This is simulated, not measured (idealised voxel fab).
Herein follows the process module entitled voxel self aligned vias.
cross-section cut | 285 nm wide | cells 5 nm
We lay out every cross-section as a grid of square cells and spell it out in bands from the top down, where one band means one or more rows of cells.
Band: top and bottom heights (nm) first, top before bottom; then materials from left to right, widths in nm. "throughout" marks a sole material filling the band edge to edge. "empty" denotes empty space.
Height is counted from the level 0, under which the received wafer is composed throughout of one material. The lowest of the bands is not closed at the bottom but continues downward, in the notation "z 0 and below".
Graded width ("30->40"): value in top row of band = first number; value in bottom row = second number; row-to-row change constant.
Step marked "nothing altered"? Then no cell in the cross-section changed in it.
The entry titled "Sealed cavities" provides the empty spaces that have no open way to the top, restricted to those of 8 cells or more. Each is presented as width x height at distance, the distance being measured from the left edge, with all three in nm.
The remark found on a step's line after its settings is issued by the simulator itself and pertains to that step.
overlay nm: where the mask lay relative to plan, measured to the right, on steps with a mask; negatives go left.

# Planned step list for the process
1,RECEIVE | material Si
2,CONFORMAL_DEP | material SiO2 | thk nm 15
3,CONFORMAL_DEP | material SiCN | thk nm 5
4,DIRECTIONAL_DEP | material lowk | thk nm 30
5,DIRECTIONAL_DEP | material aC | thk nm 10
6,PATTERN | tone open | mask id LINES | material resist | width nm 30 | pitch nm 55 | thk nm 25 | overlay nm 0
7,DIRECTIONAL_ETCH | etch materials aC | depth nm 10
8,STRIP | etch materials resist
9,DIRECTIONAL_ETCH | etch materials lowk | depth nm 30
10,STRIP | etch materials aC
11,CONFORMAL_DEP | material TiN | thk nm 5
12,FILL_DEP | material W | thk nm 10
13,CMP | height nm 50
14,SELECTIVE_ETCH | etch materials W Ru TiN | depth nm 5
15,FILL_DEP | material SiN | thk nm 5
16,CMP | height nm 50
17,DIRECTIONAL_DEP | material lowk | thk nm 20
18,PATTERN | tone open | mask id VIAS | material resist | width nm 40 | thk nm 20 | overlay nm 0
19,DIRECTIONAL_ETCH | etch materials lowk | depth nm 20
20,DIRECTIONAL_ETCH | etch materials SiN | depth nm 5
21,STRIP | etch materials resist
22,CONFORMAL_DEP | material TiN | thk nm 5
23,FILL_DEP | material W | thk nm 10
24,CMP | height nm 70
25,CONFORMAL_DEP | material SiN | thk nm 5

# Cross-section, incoming material, after step 1
z 0 and below: Si throughout
Sealed cavities: none

# Cross-section taken at module completion on the first of two wafers; processed per the plan
z 75 to 70: SiN throughout
z 70 to 55: lowk 95, then TiN 5, then W 30, then TiN 5, then lowk 150
z 55 to 50: lowk 95, then TiN 10, then W 20, then TiN 10, then lowk 150
z 50 to 45: lowk 100, then TiN 30, then lowk 25, then SiN 30, then lowk 100
z 45 to 25: lowk 100, then TiN 5, then W 20, then TiN 5, then lowk 25, then TiN 5, then W 20, then TiN 5, then lowk 100
z 25 to 20: lowk 100, then TiN 30, then lowk 25, then TiN 30, then lowk 100
z 20 to 15: SiCN throughout
z 15 to 0: SiO2 throughout
z 0 and below: Si throughout
Sealed cavities: none

# This cross-section belongs to the second wafer of two at the end of the module; the start and the plan were shared with the first, and the run included one mistake
z 75 to 70: SiN throughout
z 70 to 55: lowk 95, then TiN 5, then W 30, then TiN 5, then lowk 150
z 55 to 50: lowk 95, then TiN 40, then lowk 150
z 50 to 45: lowk 100, then TiN 5, then W 20, then TiN 5, then lowk 25, then SiN 5, then W 20, then SiN 5, then lowk 100
z 45 to 25: lowk 100, then TiN 5, then W 20, then TiN 5, then lowk 25, then TiN 5, then W 20, then TiN 5, then lowk 100
z 25 to 20: lowk 100, then TiN 30, then lowk 25, then TiN 30, then lowk 100
z 20 to 15: SiCN throughout
z 15 to 0: SiO2 throughout
z 0 and below: Si throughout
Sealed cavities: none
The plan and the run diverged here: heads up, step 14 didn't go per plan, it actually ran as SELECTIVE_ETCH | etch materials TiN | depth nm 5
Per the end-of-run cell counts, the second wafer holds more or fewer of some materials than the first: SiN -4 | W +4
